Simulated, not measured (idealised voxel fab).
Herein follows the process module entitled voxel trench capacitor.
Displayed cross-section: cut, width of 210 nm, square cells sized 5 nm.
Cross-section, as written here: a square-cell grid given band by band from the top down, where a band holds one or more rows of cells.
Look at the band entry: it leads with the top's height and the bottom's height in nm. Then it lists the materials left to right, with a width in nm for each. The word "all across" on a single material says that material fills the band edge to edge. The word "blank" is empty space.
Heights from 0 (as-received wafer is one material below). Bottom band endless downward, as "0 nm and below".
Quick explanation for "30 to 40": the width changes in equal steps down the rows of cells, from the first number in the band's top row to the second number in its bottom row.
"identical to before" after a step means that no cell of the cross-section changed.
Look at "Trapped voids" for the closed voids: empty spaces with no open path to the top, sized 8 cells or up. Each is width x height at distance, distance from the left edge, all nm.
On a step's line, text after the settings is the simulator commenting on that step.
overlay nm: mask offset rightward from planned place, masked step; negative means leftward offset.
-- The steps planned for the process are as follows
1 RECEIVE, material Si
2 CONFORMAL_DEP, material SiN, thk nm 5
3 MASKED_ETCH, tone open, mask id TRENCH, width nm 30, pitch nm 60, etch materials SiN, depth nm 5, overlay nm 0
4 MASKED_ETCH, tone open, mask id TRENCH, width nm 30, pitch nm 60, etch materials Si, depth nm 30, overlay nm -15
5 CONFORMAL_DEP, material Al2O3, thk nm 5
6 CONFORMAL_DEP, material TiN, thk nm 5
7 FILL_DEP, material W, thk nm 10
8 CMP, height nm 5
Quick note for whoever runs this: the wafers start identical, but the overlay nm at step 4 isn't the same across them. The plan just shows what the first wafer had.
-- This is how the first of several wafers looked in cross-section when it arrived, which is after step 1
	0 nm and below  Si all across
	Trapped voids: none
-- Cross-section after step 8, the final step of the module, for the first of several wafers
	5 nm to 0 nm  SiN: 30 / Al2O3: 5 / TiN: 5 / Al2O3: 20 / SiN: 30 / Al2O3: 5 / TiN: 5 / Al2O3: 20 / SiN: 30 / Al2O3: 5 / TiN: 5 / Al2O3: 20 / SiN: 30
	0 nm to -25 nm  Si: 30 / Al2O3: 5 / TiN: 5 / Al2O3: 5 / Si: 45 / Al2O3: 5 / TiN: 5 / Al2O3: 5 / Si: 45 / Al2O3: 5 / TiN: 5 / Al2O3: 5 / Si: 45
	-25 nm to -30 nm  Si: 30 / Al2O3: 15 / Si: 45 / Al2O3: 15 / Si: 45 / Al2O3: 15 / Si: 45
	-30 nm and below  Si all across
	Trapped voids: none
-- Cross-section of the last wafer at end of module
	5 nm to 0 nm  SiN: 30 / Al2O3: 20 / TiN: 5 / Al2O3: 5 / SiN: 30 / Al2O3: 20 / TiN: 5 / Al2O3: 5 / SiN: 30 / Al2O3: 20 / TiN: 5 / Al2O3: 5 / SiN: 30
	0 nm to -25 nm  Si: 45 / Al2O3: 5 / TiN: 5 / Al2O3: 5 / Si: 45 / Al2O3: 5 / TiN: 5 / Al2O3: 5 / Si: 45 / Al2O3: 5 / TiN: 5 / Al2O3: 5 / Si: 30
	-25 nm to -30 nm  Si: 45 / Al2O3: 15 / Si: 45 / Al2O3: 15 / Si: 45 / Al2O3: 15 / Si: 30
	-30 nm and below  Si all across
	Trapped voids: none
-- Per wafer, end of module: cells gained (+) or lost (-) per material since receipt, then closed voids
overlay nm -15; +54 Al2O3; -54 Si; +24 SiN; +18 TiN; Trapped voids: none
overlay nm -10; +54 Al2O3; -72 Si; +24 SiN; +36 TiN; Trapped voids: none
overlay nm -5; +54 Al2O3; -90 Si; +24 SiN; +39 TiN; +15 W; Trapped voids: none
overlay nm 0; +54 Al2O3; -108 Si; +24 SiN; +42 TiN; +30 W; Trapped voids: none
overlay nm 5; +54 Al2O3; -90 Si; +24 SiN; +39 TiN; +15 W; Trapped voids: none
overlay nm 10; +54 Al2O3; -72 Si; +24 SiN; +36 TiN; Trapped voids: none
overlay nm 15; +54 Al2O3; -54 Si; +24 SiN; +18 TiN; Trapped voids: none
